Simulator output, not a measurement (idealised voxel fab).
Proc. module: voxel capacitor over wiring
This is section cut - it's 300 nm across, gridded in 5 nm square cells.
Each cross-section below is a grid of square cells, stated as bands in top-down order, with one or more rows of cells making up each band. Heads up on the band format: heights come first, top then bottom, in nm. After that it's the materials left to right, each with its width in nm. A single material flagged "everywhere" fills the whole band edge to edge, and "air" means there's empty space there. Heights are measured from 0, the level below which the as-received wafer is all one material; the lowest band has no bottom and continues downward, written as in "0 -> down". When a width is written as two numbers, as in "30 to 40", the first number is the width in the top row of cells of the band and the second is the width in its bottom row, and the width changes by the same amount from each row to the next. When a step is marked "no change occurred", none of the cells in the cross-section changed during that step. If an empty space has no open way to the top and is at least 8 cells in size, "Enclosed voids" lists it, written width x height at distance, where distance is measured from the left edge and every value is in nm. after a step's settings: what the simulator itself notes on the step. overlay nm: mask right of planned place by this much (step with mask). Neg. = left.
## Here's what the planned process steps look like
1 RECEIVE with material Si
2 CONFORMAL_DEP with material SiO2, thk nm 15
3 DIRECTIONAL_DEP with material TiN, thk nm 5
4 DIRECTIONAL_DEP with material W, thk nm 25
5 PATTERN with tone cover, mask id METAL_1, material resist, width nm 20, pitch nm 85, thk nm 20, overlay nm 0
6 DIRECTIONAL_ETCH with etch materials W, depth nm 15
7 DIRECTIONAL_ETCH with etch materials TiN, depth nm 5
8 STRIP with etch materials resist
9 CONFORMAL_DEP with material SiN, thk nm 5
10 FILL_DEP with material lowk, thk nm 10
11 CMP with height nm 45
12 CONFORMAL_DEP with material SiCN, thk nm 5
13 DIRECTIONAL_DEP with material lowk, thk nm 15
14 DIRECTIONAL_DEP with material aC, thk nm 10
15 PATTERN with tone open, mask id PLUG_1, material resist, width nm 15, thk nm 30, overlay nm 0
16 DIRECTIONAL_ETCH with etch materials aC, depth nm 10
17 STRIP with etch materials resist
18 DIRECTIONAL_ETCH with etch materials lowk, depth nm 15
19 DIRECTIONAL_ETCH with etch materials SiCN, depth nm 5
20 STRIP with etch materials aC
21 EPI with material Ru, thk nm 10
22 EPI with material Ru, thk nm 10
23 DIRECTIONAL_DEP with material TiN, thk nm 5
24 DIRECTIONAL_DEP with material Al2O3, thk nm 5
25 DIRECTIONAL_DEP with material TiN, thk nm 10
26 MASKED_ETCH with tone cover, mask id UPPER_PLATE, width nm 70, etch materials TiN, depth nm 10, overlay nm 0
27 MASKED_ETCH with tone cover, mask id UPPER_PLATE, width nm 70, etch materials Al2O3, depth nm 5, overlay nm 0
28 DIRECTIONAL_DEP with material aC, thk nm 15
29 PATTERN with tone cover, mask id LOWER_PLATE, material resist, width nm 80, thk nm 30, overlay nm 0
30 DIRECTIONAL_ETCH with etch materials aC, depth nm 15
31 STRIP with etch materials resist
32 DIRECTIONAL_ETCH with etch materials TiN, depth nm 5
33 STRIP with etch materials aC
34 FILL_DEP with material SiO2, thk nm 20
35 CMP with height nm 100
36 MASKED_ETCH with tone open, mask id PLUG_2, width nm 15, etch materials SiO2, depth nm 15, overlay nm 0
37 CONFORMAL_DEP with material TiN, thk nm 5
38 FILL_DEP with material Ru, thk nm 10
39 CMP with height nm 100
40 CONFORMAL_DEP with material SiN, thk nm 5
Wafers differ in depth nm at step 6; plan lists the first wafer's value; identical starting state.
## As-received state after step 1, first of several wafers, cross-section
  0 -> down | Si everywhere
  Enclosed voids: none
## At the end of the module, after its last step, step 40, the first of several wafers appears in cross-section as follows
  105 -> 100 | SiN everywhere
  100 -> 90 | SiO2: 110; TiN: 5; Ru: 5; TiN: 5; SiO2: 175
  90 -> 85 | SiO2: 110; TiN: 15; SiO2: 175
  85 -> 75 | SiO2: 100; TiN: 70; SiO2: 130
  75 -> 70 | SiO2: 100; Al2O3: 70; SiO2: 130
  70 -> 65 | SiO2: 95; TiN: 80; SiO2: 125
  65 -> 50 | lowk: 100; Ru: 15; lowk: 185
  50 -> 45 | SiCN: 100; Ru: 15; SiCN: 185
  45 -> 35 | lowk: 90; SiN: 5; W: 20; SiN: 5; lowk: 55; SiN: 5; W: 20; SiN: 5; lowk: 95
  35 -> 30 | SiN: 95; W: 20; SiN: 65; W: 20; SiN: 100
  30 -> 20 | W everywhere
  20 -> 15 | TiN everywhere
  15 -> 0 | SiO2 everywhere
  0 -> down | Si everywhere
  Enclosed voids: none
## The module's end: a cross-section of the last wafer
  105 -> 100 | SiN everywhere
  100 -> 90 | SiO2: 110; TiN: 5; Ru: 5; TiN: 5; SiO2: 175
  90 -> 85 | SiO2: 110; TiN: 15; SiO2: 175
  85 -> 75 | SiO2: 100; TiN: 70; SiO2: 130
  75 -> 70 | SiO2: 100; Al2O3: 70; SiO2: 130
  70 -> 65 | SiO2: 95; TiN: 80; SiO2: 125
  65 -> 50 | lowk: 100; Ru: 15; lowk: 185
  50 -> 45 | SiCN: 100; Ru: 15; SiCN: 185
  45 -> 20 | lowk: 90; SiN: 5; W: 20; SiN: 5; lowk: 55; SiN: 5; W: 20; SiN: 5; lowk: 95
  20 -> 15 | SiN: 95; TiN: 20; SiN: 65; TiN: 20; SiN: 100
  15 -> 0 | SiO2 everywhere
  0 -> down | Si everywhere
  Enclosed voids: none
## Quick key for the table: a row per wafer, taken at the end of the module. For each material it tells you how many cells the wafer gained (+) or lost (-) since it came in, and the closed voids come after
depth nm 15, +14 Al2O3, +14 Ru, +57 SiCN, +120 SiN, +533 SiO2, +111 TiN, +144 W, +267 lowk, Enclosed voids: none
depth nm 20, +14 Al2O3, +14 Ru, +57 SiCN, +124 SiN, +533 SiO2, +111 TiN, +92 W, +315 lowk, Enclosed voids: none
depth nm 25, +14 Al2O3, +14 Ru, +57 SiCN, +132 SiN, +533 SiO2, +59 TiN, +40 W, +411 lowk, Enclosed voids: none
depth nm 30, +14 Al2O3, +14 Ru, +57 SiCN, +132 SiN, +533 SiO2, +59 TiN, +40 W, +411 lowk, Enclosed voids: none
depth nm 35, +14 Al2O3, +14 Ru, +57 SiCN, +132 SiN, +533 SiO2, +59 TiN, +40 W, +411 lowk, Enclosed voids: none
depth nm 40, +14 Al2O3, +14 Ru, +57 SiCN, +132 SiN, +533 SiO2, +59 TiN, +40 W, +411 lowk, Enclosed voids: none
